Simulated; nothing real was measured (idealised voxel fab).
process module | voxel transistor to metal
cross-section cut | 165 nm wide | cells 5 nm
A cross-section is a grid of square cells, given in bands from the top down. A band is one or more rows of cells.
Each band's line starts with the height of the band's top and of its bottom, in nm. Then come its materials from left to right, each with its width in nm. One material with "throughout" fills the band from edge to edge. "air" is empty space.
Height 0 is the level under which the wafer as received is all one material. The lowest band goes on downwards, as in "0 down".
A width such as "30 to 40" changes by the same amount from each row of cells to the next, from the band's top row to its bottom row.
"no change" after a step means that no cell of the cross-section changed.
closed voids: empty space of 8 cells or more with no open way to the top, each as width x height at its distance from the left edge, in nm
after a step's settings: what the simulator itself notes on the step
overlay nm, on a step with a mask: how far to the right of its planned place the mask lay; to the left if negative
plan
1 op RECEIVE | material Si
2 op OXIDIZE | depth nm 5
3 op CONFORMAL_DEP | material SiN | thk nm 15
4 op DIRECTIONAL_DEP | material aC | thk nm 10
5 op PATTERN | tone cover | mask id ACTIVE | material resist | width nm 115 | thk nm 25 | overlay nm 0
6 op DIRECTIONAL_ETCH | etch materials aC | depth nm 10
7 op STRIP | etch materials resist
8 op DIRECTIONAL_ETCH | etch materials SiN | depth nm 15
9 op DIRECTIONAL_ETCH | etch materials SiO2 | depth nm 5
10 op DIRECTIONAL_ETCH | etch materials Si | depth nm 25
11 op STRIP | etch materials aC
12 op OXIDIZE | depth nm 5
13 op FILL_DEP | material SiO2 | thk nm 15
14 op CMP | height nm 15
15 op SELECTIVE_ETCH | etch materials SiO2 | depth nm 5
16 op STRIP | etch materials SiN
17 op SELECTIVE_ETCH | etch materials SiO2 | depth nm 5
18 op OXIDIZE | depth nm 5
19 op DIRECTIONAL_DEP | material polySi | thk nm 25
20 op DIRECTIONAL_DEP | material SiCN | thk nm 15
21 op PATTERN | tone cover | mask id GATE | material resist | width nm 35 | thk nm 20 | overlay nm 0
22 op DIRECTIONAL_ETCH | etch materials SiCN | depth nm 25
23 op DIRECTIONAL_ETCH | etch materials polySi | depth nm 35
24 op STRIP | etch materials resist
25 op CONFORMAL_DEP | material SiN | thk nm 5
26 op DIRECTIONAL_ETCH | etch materials SiN | depth nm 5
27 op DIRECTIONAL_ETCH | etch materials SiO2 | depth nm 5
28 op DIRECTIONAL_ETCH | etch materials Si | depth nm 15
29 op EPI | material pSi | thk nm 15
30 op FILL_DEP | material SiO2 | thk nm 10
31 op CMP | height nm 20
32 op STRIP | etch materials polySi
33 op SELECTIVE_ETCH | etch materials SiO2 | depth nm 5
34 op CONFORMAL_DEP | material HfO2 | thk nm 5
35 op CONFORMAL_DEP | material TiN | thk nm 5
36 op FILL_DEP | material W | thk nm 5
37 op CMP | height nm 15
38 op DIRECTIONAL_DEP | material SiO2 | thk nm 15
39 op DIRECTIONAL_DEP | material aC | thk nm 15
40 op PATTERN | tone open | mask id CONTACT | material resist | width nm 15 | pitch nm 80 | thk nm 35 | overlay nm 0
41 op DIRECTIONAL_ETCH | etch materials aC | depth nm 15
42 op STRIP | etch materials resist
43 op DIRECTIONAL_ETCH | etch materials SiO2 | depth nm 40
44 op STRIP | etch materials aC
45 op CONFORMAL_DEP | material TiN | thk nm 5
46 op FILL_DEP | material W | thk nm 10
47 op CMP | height nm 30
48 op CONFORMAL_DEP | material SiCN | thk nm 5
49 op DIRECTIONAL_DEP | material lowk | thk nm 20
50 op PATTERN | tone open | mask id METAL_1 | material resist | width nm 15 | pitch nm 80 | thk nm 15 | overlay nm 0
51 op DIRECTIONAL_ETCH | etch materials lowk | depth nm 20
52 op DIRECTIONAL_ETCH | etch materials SiCN | depth nm 5
53 op STRIP | etch materials resist
54 op CONFORMAL_DEP | material TiN | thk nm 5
55 op FILL_DEP | material Cu | thk nm 5
56 op CMP | height nm 55
57 op CONFORMAL_DEP | material SiCN | thk nm 5
58 op DIRECTIONAL_DEP | material SiO2 | thk nm 35
59 op PATTERN | tone open | mask id METAL_2 | material resist | width nm 15 | pitch nm 80 | thk nm 20 | overlay nm 0
60 op DIRECTIONAL_ETCH | etch materials SiO2 | depth nm 20
61 op STRIP | etch materials resist
62 op MASKED_ETCH | tone open | mask id METAL_2_HOLES | width nm 15 | pitch nm 80 | etch materials SiO2 | depth nm 15 | overlay nm 0
63 op MASKED_ETCH | tone open | mask id METAL_2_HOLES | width nm 15 | pitch nm 80 | etch materials SiCN | depth nm 5 | overlay nm 0
64 op CONFORMAL_DEP | material TiN | thk nm 5
65 op FILL_DEP | material Ru | thk nm 10
66 op CMP | height nm 95
67 op CONFORMAL_DEP | material SiCN | thk nm 5
first wafer, as planned
as received, after step 1
  0 down: Si throughout
  closed voids: none
after step 2
  0 to -5: SiO2 throughout
  below -5: unchanged
after step 3
  15 to 0: SiN throughout
  below 0: unchanged
after step 4
  25 to 15: aC throughout
  below 15: unchanged
after step 5
  50 to 25: air 25 | resist 115 | air 25
  below 25: unchanged
after step 6
  40 to 25: air 25 | resist 115 | air 25
  25 to 15: air 25 | aC 115 | air 25
  below 15: unchanged
after step 7
  25 to 15: air 25 | aC 115 | air 25
  below 15: unchanged
after step 8
  25 to 15: air 25 | aC 115 | air 25
  15 to 0: air 25 | SiN 115 | air 25
  below 0: unchanged
after step 9
  25 to 15: air 25 | aC 115 | air 25
  15 to 0: air 25 | SiN 115 | air 25
  0 to -5: air 25 | SiO2 115 | air 25
  below -5: unchanged
after step 10
  25 to 15: air 25 | aC 115 | air 25
  15 to 0: air 25 | SiN 115 | air 25
  0 to -5: air 25 | SiO2 115 | air 25
  -5 to -30: air 25 | Si 115 | air 25
  below -30: unchanged
after step 11
  15 to 0: air 25 | SiN 115 | air 25
  below 0: unchanged
after step 12
  15 to 0: air 25 | SiN 115 | air 25
  0 to -5: air 25 | SiO2 115 | air 25
  -5 to -30: air 25 | SiO2 5 | Si 105 | SiO2 5 | air 25
  -30 to -35: SiO2 30 | Si 105 | SiO2 30
  below -35: unchanged
after step 13
  30 to 15: SiO2 throughout
  15 to 0: SiO2 25 | SiN 115 | SiO2 25
  0 to -5: SiO2 throughout
  -5 to -35: SiO2 30 | Si 105 | SiO2 30
  below -35: unchanged
after step 14
  15 to 0: SiO2 25 | SiN 115 | SiO2 25
  below 0: unchanged
after step 15
  15 to 10: air 25 | SiN 115 | air 25
  below 10: unchanged
after step 16
  10 to 0: SiO2 25 | air 115 | SiO2 25
  below 0: unchanged
after step 17
  5 to -5: SiO2 20 | air 125 | SiO2 20
  below -5: unchanged
after step 18
  5 to -5: SiO2 20 | air 125 | SiO2 20
  -5 to -10: SiO2 throughout
  below -10: unchanged
after step 19
  30 to 20: polySi 20 | air 125 | polySi 20
  20 to 5: polySi throughout
  5 to -5: SiO2 20 | polySi 125 | SiO2 20
  below -5: unchanged
after step 20
  45 to 35: SiCN 20 | air 125 | SiCN 20
  35 to 30: SiCN throughout
  30 to 20: polySi 20 | SiCN 125 | polySi 20
  below 20: unchanged
after step 21
  65 to 45: air 65 | resist 35 | air 65
  45 to 35: SiCN 20 | air 45 | resist 35 | air 45 | SiCN 20
  below 35: unchanged
after step 22
  65 to 35: air 65 | resist 35 | air 65
  35 to 30: air 65 | SiCN 35 | air 65
  30 to 20: polySi 20 | air 45 | SiCN 35 | air 45 | polySi 20
  below 20: unchanged
after step 23
  65 to 35: air 65 | resist 35 | air 65
  35 to 20: air 65 | SiCN 35 | air 65
  20 to 5: air 65 | polySi 35 | air 65
  5 to -5: SiO2 20 | air 45 | polySi 35 | air 45 | SiO2 20
  below -5: unchanged
after step 24
  35 to 20: air 65 | SiCN 35 | air 65
  below 20: unchanged
after step 25
  40 to 35: air 60 | SiN 45 | air 60
  35 to 20: air 60 | SiN 5 | SiCN 35 | SiN 5 | air 60
  20 to 10: air 60 | SiN 5 | polySi 35 | SiN 5 | air 60
  10 to 5: SiN 25 | air 35 | SiN 5 | polySi 35 | SiN 5 | air 35 | SiN 25
  5 to 0: SiO2 20 | SiN 5 | air 35 | SiN 5 | polySi 35 | SiN 5 | air 35 | SiN 5 | SiO2 20
  0 to -5: SiO2 20 | SiN 45 | polySi 35 | SiN 45 | SiO2 20
  below -5: unchanged
after step 26
  35 to 20: air 60 | SiN 5 | SiCN 35 | SiN 5 | air 60
  20 to 5: air 60 | SiN 5 | polySi 35 | SiN 5 | air 60
  5 to -5: SiO2 20 | SiN 5 | air 35 | SiN 5 | polySi 35 | SiN 5 | air 35 | SiN 5 | SiO2 20
  below -5: unchanged
after step 27
  35 to 20: air 60 | SiN 5 | SiCN 35 | SiN 5 | air 60
  20 to 5: air 60 | SiN 5 | polySi 35 | SiN 5 | air 60
  5 to 0: air 20 | SiN 5 | air 35 | SiN 5 | polySi 35 | SiN 5 | air 35 | SiN 5 | air 20
  0 to -5: SiO2 20 | SiN 5 | air 35 | SiN 5 | polySi 35 | SiN 5 | air 35 | SiN 5 | SiO2 20
  -5 to -10: SiO2 25 | air 35 | SiO2 45 | air 35 | SiO2 25
  below -10: unchanged
after step 28
  35 to 20: air 60 | SiN 5 | SiCN 35 | SiN 5 | air 60
  20 to 5: air 60 | SiN 5 | polySi 35 | SiN 5 | air 60
  5 to 0: air 20 | SiN 5 | air 35 | SiN 5 | polySi 35 | SiN 5 | air 35 | SiN 5 | air 20
  0 to -5: SiO2 20 | SiN 5 | air 35 | SiN 5 | polySi 35 | SiN 5 | air 35 | SiN 5 | SiO2 20
  -5 to -10: SiO2 25 | air 35 | SiO2 45 | air 35 | SiO2 25
  -10 to -25: SiO2 30 | air 30 | Si 45 | air 30 | SiO2 30
  below -25: unchanged
after step 29
  35 to 20: air 60 | SiN 5 | SiCN 35 | SiN 5 | air 60
  20 to 5: air 60 | SiN 5 | polySi 35 | SiN 5 | air 60
  5 to 0: air 20 | SiN 5 | air 20 | pSi 15 | SiN 5 | polySi 35 | SiN 5 | pSi 15 | air 20 | SiN 5 | air 20
  0 to -5: SiO2 20 | SiN 5 | air 20 | pSi 15 | SiN 5 | polySi 35 | SiN 5 | pSi 15 | air 20 | SiN 5 | SiO2 20
  -5 to -10: SiO2 25 | air 20 | pSi 15 | SiO2 45 | pSi 15 | air 20 | SiO2 25
  -10 to -25: SiO2 30 | pSi 30 | Si 45 | pSi 30 | SiO2 30
  below -25: unchanged
after step 30
  45 to 35: SiO2 throughout
  35 to 20: SiO2 60 | SiN 5 | SiCN 35 | SiN 5 | SiO2 60
  20 to 5: SiO2 60 | SiN 5 | polySi 35 | SiN 5 | SiO2 60
  5 to -5: SiO2 20 | SiN 5 | SiO2 20 | pSi 15 | SiN 5 | polySi 35 | SiN 5 | pSi 15 | SiO2 20 | SiN 5 | SiO2 20
  -5 to -10: SiO2 45 | pSi 15 | SiO2 45 | pSi 15 | SiO2 45
  below -10: unchanged
after step 31
  20 to 5: SiO2 60 | SiN 5 | polySi 35 | SiN 5 | SiO2 60
  below 5: unchanged
after step 32
  20 to 5: SiO2 60 | SiN 5 | air 35 | SiN 5 | SiO2 60
  5 to -5: SiO2 20 | SiN 5 | SiO2 20 | pSi 15 | SiN 5 | air 35 | SiN 5 | pSi 15 | SiO2 20 | SiN 5 | SiO2 20
  below -5: unchanged
after step 33
  20 to 15: air 60 | SiN 5 | air 35 | SiN 5 | air 60
  15 to 5: SiO2 60 | SiN 5 | air 35 | SiN 5 | SiO2 60
  5 to -5: SiO2 20 | SiN 5 | SiO2 20 | pSi 15 | SiN 5 | air 35 | SiN 5 | pSi 15 | SiO2 20 | SiN 5 | SiO2 20
  -5 to -10: SiO2 45 | pSi 15 | air 45 | pSi 15 | SiO2 45
  below -10: unchanged
after step 34
  25 to 20: air 55 | HfO2 15 | air 25 | HfO2 15 | air 55
  20 to 15: HfO2 60 | SiN 5 | HfO2 5 | air 25 | HfO2 5 | SiN 5 | HfO2 60
  15 to 5: SiO2 60 | SiN 5 | HfO2 5 | air 25 | HfO2 5 | SiN 5 | SiO2 60
  5 to -5: SiO2 20 | SiN 5 | SiO2 20 | pSi 15 | SiN 5 | HfO2 5 | air 25 | HfO2 5 | SiN 5 | pSi 15 | SiO2 20 | SiN 5 | SiO2 20
  -5 to -10: SiO2 45 | pSi 15 | HfO2 45 | pSi 15 | SiO2 45
  below -10: unchanged
after step 35
  30 to 25: air 50 | TiN 25 | air 15 | TiN 25 | air 50
  25 to 20: TiN 55 | HfO2 15 | TiN 5 | air 15 | TiN 5 | HfO2 15 | TiN 55
  20 to 15: HfO2 60 | SiN 5 | HfO2 5 | TiN 5 | air 15 | TiN 5 | HfO2 5 | SiN 5 | HfO2 60
  15 to 5: SiO2 60 | SiN 5 | HfO2 5 | TiN 5 | air 15 | TiN 5 | HfO2 5 | SiN 5 | SiO2 60
  5 to 0: SiO2 20 | SiN 5 | SiO2 20 | pSi 15 | SiN 5 | HfO2 5 | TiN 5 | air 15 | TiN 5 | HfO2 5 | SiN 5 | pSi 15 | SiO2 20 | SiN 5 | SiO2 20
  0 to -5: SiO2 20 | SiN 5 | SiO2 20 | pSi 15 | SiN 5 | HfO2 5 | TiN 25 | HfO2 5 | SiN 5 | pSi 15 | SiO2 20 | SiN 5 | SiO2 20
  below -5: unchanged
after step 36
  35 to 30: W throughout
  30 to 25: W 50 | TiN 25 | W 15 | TiN 25 | W 50
  25 to 20: TiN 55 | HfO2 15 | TiN 5 | W 15 | TiN 5 | HfO2 15 | TiN 55
  20 to 15: HfO2 60 | SiN 5 | HfO2 5 | TiN 5 | W 15 | TiN 5 | HfO2 5 | SiN 5 | HfO2 60
  15 to 5: SiO2 60 | SiN 5 | HfO2 5 | TiN 5 | W 15 | TiN 5 | HfO2 5 | SiN 5 | SiO2 60
  5 to 0: SiO2 20 | SiN 5 | SiO2 20 | pSi 15 | SiN 5 | HfO2 5 | TiN 5 | W 15 | TiN 5 | HfO2 5 | SiN 5 | pSi 15 | SiO2 20 | SiN 5 | SiO2 20
  below 0: unchanged
after step 37
  15 to 5: SiO2 60 | SiN 5 | HfO2 5 | TiN 5 | W 15 | TiN 5 | HfO2 5 | SiN 5 | SiO2 60
  below 5: unchanged
after step 38
  30 to 15: SiO2 throughout
  below 15: unchanged
after step 39
  45 to 30: aC throughout
  below 30: unchanged
after step 40
  80 to 45: resist 35 | air 15 | resist 65 | air 15 | resist 35
  below 45: unchanged
after step 41
  65 to 45: resist 35 | air 15 | resist 65 | air 15 | resist 35
  45 to 30: aC 35 | air 15 | aC 65 | air 15 | aC 35
  below 30: unchanged
after step 42
  45 to 30: aC 35 | air 15 | aC 65 | air 15 | aC 35
  below 30: unchanged
after step 43
  45 to 30: aC 35 | air 15 | aC 65 | air 15 | aC 35
  30 to 15: SiO2 35 | air 15 | SiO2 65 | air 15 | SiO2 35
  15 to 5: SiO2 35 | air 15 | SiO2 10 | SiN 5 | HfO2 5 | TiN 5 | W 15 | TiN 5 | HfO2 5 | SiN 5 | SiO2 10 | air 15 | SiO2 35
  5 to 0: SiO2 20 | SiN 5 | SiO2 10 | air 10 | pSi 15 | SiN 5 | HfO2 5 | TiN 5 | W 15 | TiN 5 | HfO2 5 | SiN 5 | pSi 15 | air 10 | SiO2 10 | SiN 5 | SiO2 20
  0 to -5: SiO2 20 | SiN 5 | SiO2 10 | air 10 | pSi 15 | SiN 5 | HfO2 5 | TiN 25 | HfO2 5 | SiN 5 | pSi 15 | air 10 | SiO2 10 | SiN 5 | SiO2 20
  -5 to -10: SiO2 35 | air 10 | pSi 15 | HfO2 45 | pSi 15 | air 10 | SiO2 35
  below -10: unchanged
after step 44
  30 to 15: SiO2 35 | air 15 | SiO2 65 | air 15 | SiO2 35
  below 15: unchanged
after step 45
  35 to 30: TiN 40 | air 5 | TiN 75 | air 5 | TiN 40
  30 to 15: SiO2 35 | TiN 5 | air 5 | TiN 5 | SiO2 65 | TiN 5 | air 5 | TiN 5 | SiO2 35
  15 to 10: SiO2 35 | TiN 5 | air 5 | TiN 5 | SiO2 10 | SiN 5 | HfO2 5 | TiN 5 | W 15 | TiN 5 | HfO2 5 | SiN 5 | SiO2 10 | TiN 5 | air 5 | TiN 5 | SiO2 35
  10 to 5: SiO2 35 | TiN 15 | SiO2 10 | SiN 5 | HfO2 5 | TiN 5 | W 15 | TiN 5 | HfO2 5 | SiN 5 | SiO2 10 | TiN 15 | SiO2 35
  5 to 0: SiO2 20 | SiN 5 | SiO2 10 | TiN 10 | pSi 15 | SiN 5 | HfO2 5 | TiN 5 | W 15 | TiN 5 | HfO2 5 | SiN 5 | pSi 15 | TiN 10 | SiO2 10 | SiN 5 | SiO2 20
  0 to -5: SiO2 20 | SiN 5 | SiO2 10 | TiN 10 | pSi 15 | SiN 5 | HfO2 5 | TiN 25 | HfO2 5 | SiN 5 | pSi 15 | TiN 10 | SiO2 10 | SiN 5 | SiO2 20
  -5 to -10: SiO2 35 | TiN 10 | pSi 15 | HfO2 45 | pSi 15 | TiN 10 | SiO2 35
  below -10: unchanged
after step 46
  45 to 35: W throughout
  35 to 30: TiN 40 | W 5 | TiN 75 | W 5 | TiN 40
  30 to 15: SiO2 35 | TiN 5 | W 5 | TiN 5 | SiO2 65 | TiN 5 | W 5 | TiN 5 | SiO2 35
  15 to 10: SiO2 35 | TiN 5 | W 5 | TiN 5 | SiO2 10 | SiN 5 | HfO2 5 | TiN 5 | W 15 | TiN 5 | HfO2 5 | SiN 5 | SiO2 10 | TiN 5 | W 5 | TiN 5 | SiO2 35
  below 10: unchanged
after step 47
  30 to 15: SiO2 35 | TiN 5 | W 5 | TiN 5 | SiO2 65 | TiN 5 | W 5 | TiN 5 | SiO2 35
  below 15: unchanged
after step 48
  35 to 30: SiCN throughout
  below 30: unchanged
after step 49
  55 to 35: lowk throughout
  below 35: unchanged
after step 50
  70 to 55: resist 35 | air 15 | resist 65 | air 15 | resist 35
  below 55: unchanged
after step 51
  70 to 55: resist 35 | air 15 | resist 65 | air 15 | resist 35
  55 to 35: lowk 35 | air 15 | lowk 65 | air 15 | lowk 35
  below 35: unchanged
after step 52
  70 to 55: resist 35 | air 15 | resist 65 | air 15 | resist 35
  55 to 35: lowk 35 | air 15 | lowk 65 | air 15 | lowk 35
  35 to 30: SiCN 35 | air 15 | SiCN 65 | air 15 | SiCN 35
  below 30: unchanged
after step 53
  55 to 35: lowk 35 | air 15 | lowk 65 | air 15 | lowk 35
  below 35: unchanged
after step 54
  60 to 55: TiN 40 | air 5 | TiN 75 | air 5 | TiN 40
  55 to 35: lowk 35 | TiN 5 | air 5 | TiN 5 | lowk 65 | TiN 5 | air 5 | TiN 5 | lowk 35
  35 to 30: SiCN 35 | TiN 15 | SiCN 65 | TiN 15 | SiCN 35
  below 30: unchanged
after step 55
  65 to 60: Cu throughout
  60 to 55: TiN 40 | Cu 5 | TiN 75 | Cu 5 | TiN 40
  55 to 35: lowk 35 | TiN 5 | Cu 5 | TiN 5 | lowk 65 | TiN 5 | Cu 5 | TiN 5 | lowk 35
  below 35: unchanged
after step 56
  55 to 35: lowk 35 | TiN 5 | Cu 5 | TiN 5 | lowk 65 | TiN 5 | Cu 5 | TiN 5 | lowk 35
  below 35: unchanged
after step 57
  60 to 55: SiCN throughout
  below 55: unchanged
after step 58
  95 to 60: SiO2 throughout
  below 60: unchanged
after step 59
  115 to 95: resist 35 | air 15 | resist 65 | air 15 | resist 35
  below 95: unchanged
after step 60
  115 to 95: resist 35 | air 15 | resist 65 | air 15 | resist 35
  95 to 75: SiO2 35 | air 15 | SiO2 65 | air 15 | SiO2 35
  below 75: unchanged
after step 61
  95 to 75: SiO2 35 | air 15 | SiO2 65 | air 15 | SiO2 35
  below 75: unchanged
after step 62
  95 to 60: SiO2 35 | air 15 | SiO2 65 | air 15 | SiO2 35
  below 60: unchanged
after step 63
  95 to 60: SiO2 35 | air 15 | SiO2 65 | air 15 | SiO2 35
  60 to 55: SiCN 35 | air 15 | SiCN 65 | air 15 | SiCN 35
  below 55: unchanged
after step 64
  100 to 95: TiN 40 | air 5 | TiN 75 | air 5 | TiN 40
  95 to 60: SiO2 35 | TiN 5 | air 5 | TiN 5 | SiO2 65 | TiN 5 | air 5 | TiN 5 | SiO2 35
  60 to 55: SiCN 35 | TiN 15 | SiCN 65 | TiN 15 | SiCN 35
  below 55: unchanged
after step 65
  110 to 100: Ru throughout
  100 to 95: TiN 40 | Ru 5 | TiN 75 | Ru 5 | TiN 40
  95 to 60: SiO2 35 | TiN 5 | Ru 5 | TiN 5 | SiO2 65 | TiN 5 | Ru 5 | TiN 5 | SiO2 35
  below 60: unchanged
after step 66
  95 to 60: SiO2 35 | TiN 5 | Ru 5 | TiN 5 | SiO2 65 | TiN 5 | Ru 5 | TiN 5 | SiO2 35
  below 60: unchanged
after step 67
  100 to 95: SiCN throughout
  below 95: unchanged
second wafer: like start, like plan, one mistake. Through step 33 it matches the first wafer
when step 34 should have ended
  35 to 30: air 45 | HfO2 35 | air 5 | HfO2 35 | air 45
  30 to 20: HfO2 80 | air 5 | HfO2 80
  20 to 15: HfO2 60 | SiN 5 | HfO2 15 | air 5 | HfO2 15 | SiN 5 | HfO2 60
  15 to 5: SiO2 60 | SiN 5 | HfO2 15 | air 5 | HfO2 15 | SiN 5 | SiO2 60
  5 to -5: SiO2 20 | SiN 5 | SiO2 20 | pSi 15 | SiN 5 | HfO2 35 | SiN 5 | pSi 15 | SiO2 20 | SiN 5 | SiO2 20
  -5 to -10: SiO2 45 | pSi 15 | HfO2 45 | pSi 15 | SiO2 45
  below -10: unchanged
when step 35 should have ended
  40 to 35: air 40 | TiN 85 | air 40
  35 to 30: TiN 45 | HfO2 35 | TiN 5 | HfO2 35 | TiN 45
  30 to 20: HfO2 80 | TiN 5 | HfO2 80
  20 to 15: HfO2 60 | SiN 5 | HfO2 15 | TiN 5 | HfO2 15 | SiN 5 | HfO2 60
  15 to 5: SiO2 60 | SiN 5 | HfO2 15 | TiN 5 | HfO2 15 | SiN 5 | SiO2 60
  below 5: unchanged
when step 36 should have ended
  45 to 40: W throughout
  40 to 35: W 40 | TiN 85 | W 40
  below 35: unchanged
when step 37 should have ended
  15 to 5: SiO2 60 | SiN 5 | HfO2 15 | TiN 5 | HfO2 15 | SiN 5 | SiO2 60
  below 5: unchanged
when step 38 should have ended
  30 to 15: SiO2 throughout
  below 15: unchanged
when step 39 should have ended
  45 to 30: aC throughout
  below 30: unchanged
when step 40 should have ended
  80 to 45: resist 35 | air 15 | resist 65 | air 15 | resist 35
  below 45: unchanged
when step 41 should have ended
  65 to 45: resist 35 | air 15 | resist 65 | air 15 | resist 35
  45 to 30: aC 35 | air 15 | aC 65 | air 15 | aC 35
  below 30: unchanged
when step 42 should have ended
  45 to 30: aC 35 | air 15 | aC 65 | air 15 | aC 35
  below 30: unchanged
when step 43 should have ended
  45 to 30: aC 35 | air 15 | aC 65 | air 15 | aC 35
  30 to 15: SiO2 35 | air 15 | SiO2 65 | air 15 | SiO2 35
  15 to 5: SiO2 35 | air 15 | SiO2 10 | SiN 5 | HfO2 15 | TiN 5 | HfO2 15 | SiN 5 | SiO2 10 | air 15 | SiO2 35
  5 to -5: SiO2 20 | SiN 5 | SiO2 10 | air 10 | pSi 15 | SiN 5 | HfO2 35 | SiN 5 | pSi 15 | air 10 | SiO2 10 | SiN 5 | SiO2 20
  -5 to -10: SiO2 35 | air 10 | pSi 15 | HfO2 45 | pSi 15 | air 10 | SiO2 35
  below -10: unchanged
when step 44 should have ended
  30 to 15: SiO2 35 | air 15 | SiO2 65 | air 15 | SiO2 35
  below 15: unchanged
when step 45 should have ended
  35 to 30: TiN 40 | air 5 | TiN 75 | air 5 | TiN 40
  30 to 15: SiO2 35 | TiN 5 | air 5 | TiN 5 | SiO2 65 | TiN 5 | air 5 | TiN 5 | SiO2 35
  15 to 10: SiO2 35 | TiN 5 | air 5 | TiN 5 | SiO2 10 | SiN 5 | HfO2 15 | TiN 5 | HfO2 15 | SiN 5 | SiO2 10 | TiN 5 | air 5 | TiN 5 | SiO2 35
  10 to 5: SiO2 35 | TiN 15 | SiO2 10 | SiN 5 | HfO2 15 | TiN 5 | HfO2 15 | SiN 5 | SiO2 10 | TiN 15 | SiO2 35
  5 to -5: SiO2 20 | SiN 5 | SiO2 10 | TiN 10 | pSi 15 | SiN 5 | HfO2 35 | SiN 5 | pSi 15 | TiN 10 | SiO2 10 | SiN 5 | SiO2 20
  -5 to -10: SiO2 35 | TiN 10 | pSi 15 | HfO2 45 | pSi 15 | TiN 10 | SiO2 35
  below -10: unchanged
when step 46 should have ended
  45 to 35: W throughout
  35 to 30: TiN 40 | W 5 | TiN 75 | W 5 | TiN 40
  30 to 15: SiO2 35 | TiN 5 | W 5 | TiN 5 | SiO2 65 | TiN 5 | W 5 | TiN 5 | SiO2 35
  15 to 10: SiO2 35 | TiN 5 | W 5 | TiN 5 | SiO2 10 | SiN 5 | HfO2 15 | TiN 5 | HfO2 15 | SiN 5 | SiO2 10 | TiN 5 | W 5 | TiN 5 | SiO2 35
  below 10: unchanged
when step 47 should have ended
  30 to 15: SiO2 35 | TiN 5 | W 5 | TiN 5 | SiO2 65 | TiN 5 | W 5 | TiN 5 | SiO2 35
  below 15: unchanged
when step 48 should have ended
  35 to 30: SiCN throughout
  below 30: unchanged
when step 49 should have ended
  55 to 35: lowk throughout
  below 35: unchanged
when step 50 should have ended
  70 to 55: resist 35 | air 15 | resist 65 | air 15 | resist 35
  below 55: unchanged
when step 51 should have ended
  70 to 55: resist 35 | air 15 | resist 65 | air 15 | resist 35
  55 to 35: lowk 35 | air 15 | lowk 65 | air 15 | lowk 35
  below 35: unchanged
when step 52 should have ended
  70 to 55: resist 35 | air 15 | resist 65 | air 15 | resist 35
  55 to 35: lowk 35 | air 15 | lowk 65 | air 15 | lowk 35
  35 to 30: SiCN 35 | air 15 | SiCN 65 | air 15 | SiCN 35
  below 30: unchanged
when step 53 should have ended
  55 to 35: lowk 35 | air 15 | lowk 65 | air 15 | lowk 35
  below 35: unchanged
when step 54 should have ended
  60 to 55: TiN 40 | air 5 | TiN 75 | air 5 | TiN 40
  55 to 35: lowk 35 | TiN 5 | air 5 | TiN 5 | lowk 65 | TiN 5 | air 5 | TiN 5 | lowk 35
  35 to 30: SiCN 35 | TiN 15 | SiCN 65 | TiN 15 | SiCN 35
  below 30: unchanged
when step 55 should have ended
  65 to 60: Cu throughout
  60 to 55: TiN 40 | Cu 5 | TiN 75 | Cu 5 | TiN 40
  55 to 35: lowk 35 | TiN 5 | Cu 5 | TiN 5 | lowk 65 | TiN 5 | Cu 5 | TiN 5 | lowk 35
  below 35: unchanged
when step 56 should have ended
  55 to 35: lowk 35 | TiN 5 | Cu 5 | TiN 5 | lowk 65 | TiN 5 | Cu 5 | TiN 5 | lowk 35
  below 35: unchanged
when step 57 should have ended
  60 to 55: SiCN throughout
  below 55: unchanged
when step 58 should have ended
  95 to 60: SiO2 throughout
  below 60: unchanged
when step 59 should have ended
  115 to 95: resist 35 | air 15 | resist 65 | air 15 | resist 35
  below 95: unchanged
when step 60 should have ended
  115 to 95: resist 35 | air 15 | resist 65 | air 15 | resist 35
  95 to 75: SiO2 35 | air 15 | SiO2 65 | air 15 | SiO2 35
  below 75: unchanged
when step 61 should have ended
  95 to 75: SiO2 35 | air 15 | SiO2 65 | air 15 | SiO2 35
  below 75: unchanged
when step 62 should have ended
  95 to 60: SiO2 35 | air 15 | SiO2 65 | air 15 | SiO2 35
  below 60: unchanged
when step 63 should have ended
  95 to 60: SiO2 35 | air 15 | SiO2 65 | air 15 | SiO2 35
  60 to 55: SiCN 35 | air 15 | SiCN 65 | air 15 | SiCN 35
  below 55: unchanged
when step 64 should have ended
  100 to 95: TiN 40 | air 5 | TiN 75 | air 5 | TiN 40
  95 to 60: SiO2 35 | TiN 5 | air 5 | TiN 5 | SiO2 65 | TiN 5 | air 5 | TiN 5 | SiO2 35
  60 to 55: SiCN 35 | TiN 15 | SiCN 65 | TiN 15 | SiCN 35
  below 55: unchanged
when step 65 should have ended
  110 to 100: Ru throughout
  100 to 95: TiN 40 | Ru 5 | TiN 75 | Ru 5 | TiN 40
  95 to 60: SiO2 35 | TiN 5 | Ru 5 | TiN 5 | SiO2 65 | TiN 5 | Ru 5 | TiN 5 | SiO2 35
  below 60: unchanged
when step 66 should have ended
  95 to 60: SiO2 35 | TiN 5 | Ru 5 | TiN 5 | SiO2 65 | TiN 5 | Ru 5 | TiN 5 | SiO2 35
  below 60: unchanged
when step 67 should have ended
  100 to 95: SiCN throughout
  below 95: unchanged
what went wrong: step 34 ran as: op CONFORMAL_DEP | material HfO2 | thk nm 15
at the end the second wafer has, in cells: 18 more of HfO2 | 9 fewer of TiN | 9 fewer of W
